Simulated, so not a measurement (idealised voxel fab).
process module | voxel self aligned contacts
The width of the displayed cross-section, cut, is 245 nm; its cells are square, with a size of 5 nm.
Reading order for cross-sections: top band down to bottom band. Underlying form: a grid of square cells. Band size: one or more rows of cells.
Heads up on the band format: heights come first, top then bottom, in nm. After that it's the materials left to right, each with its width in nm. A single material flagged "all across" fills the whole band edge to edge, and "air" means there's empty space there.
Height datum 0, below which the as-received substrate wafer is one material. Lowest band open at the bottom, running downward: "0 down".
Width: "30 to 40" (first number = top row, second number = bottom row, same change from row to row of cells).
"no change occurred", as given for a step, is the statement that not any cell of the cross-section underwent a change during that step.
The label "Sealed voids" introduces a list of the empty spaces, 8 cells or larger, that have no open way up to the top; each entry in it reads width x height at distance, where the distance is taken from the left edge and all three are stated in nm.
Past the settings on a step's line: simulator remark, on that step.
What "overlay nm" on a step's line means: if the step has a mask, that mask lay this far to the right of its planned place, or, when the value is negative, to the left.
The planned process steps are enumerated hereunder
1,RECEIVE [material Si]
2,OXIDIZE [depth nm 5]
3,DIRECTIONAL_DEP [material polySi] [thk nm 20]
4,DIRECTIONAL_DEP [material SiN] [thk nm 20]
5,PATTERN [tone cover] [mask id GATE] [material resist] [width nm 35] [pitch nm 60] [thk nm 20] [overlay nm 0]
6,DIRECTIONAL_ETCH [etch materials SiN] [depth nm 20]
7,DIRECTIONAL_ETCH [etch materials polySi] [depth nm 20]
8,STRIP [etch materials resist]
9,CONFORMAL_DEP [material SiN] [thk nm 5]
10,DIRECTIONAL_ETCH [etch materials SiN] [depth nm 5]
11,FILL_DEP [material SiO2] [thk nm 10]
12,CMP [height nm 45]
13,MASKED_ETCH [tone open] [mask id CONTACT] [width nm 45] [etch materials SiO2] [depth nm 50] [overlay nm 0]
14,CONFORMAL_DEP [material TiN] [thk nm 5]
15,FILL_DEP [material W] [thk nm 10]
16,CMP [height nm 45]
17,CONFORMAL_DEP [material SiN] [thk nm 5]
Shown in cross-section is the wafer as received, that is, as it stands after step 1
  0 down: Si all across
  Sealed voids: none
Cross-section at module end, one run error; start and plan unchanged from above
  50 to 45: SiN all across
  45 to 40: 100 nm SiO2  20 nm TiN  5 nm W  20 nm TiN  100 nm SiO2
  40 to 20: 70 nm SiO2  45 nm SiN  5 nm TiN  5 nm W  5 nm TiN  45 nm SiN  70 nm SiO2
  20 to 5: 70 nm SiO2  5 nm SiN  35 nm polySi  5 nm SiN  5 nm TiN  5 nm W  5 nm TiN  5 nm SiN  35 nm polySi  5 nm SiN  70 nm SiO2
  5 to 0: 70 nm SiO2  5 nm SiN  35 nm polySi  5 nm SiN  15 nm TiN  5 nm SiN  35 nm polySi  5 nm SiN  70 nm SiO2
  0 down: Si all across
  Sealed voids: none
It is concluded that the wafer was processed incorrectly with respect to the plan, in that the run left out plan step 2 entirely, so it was never executed
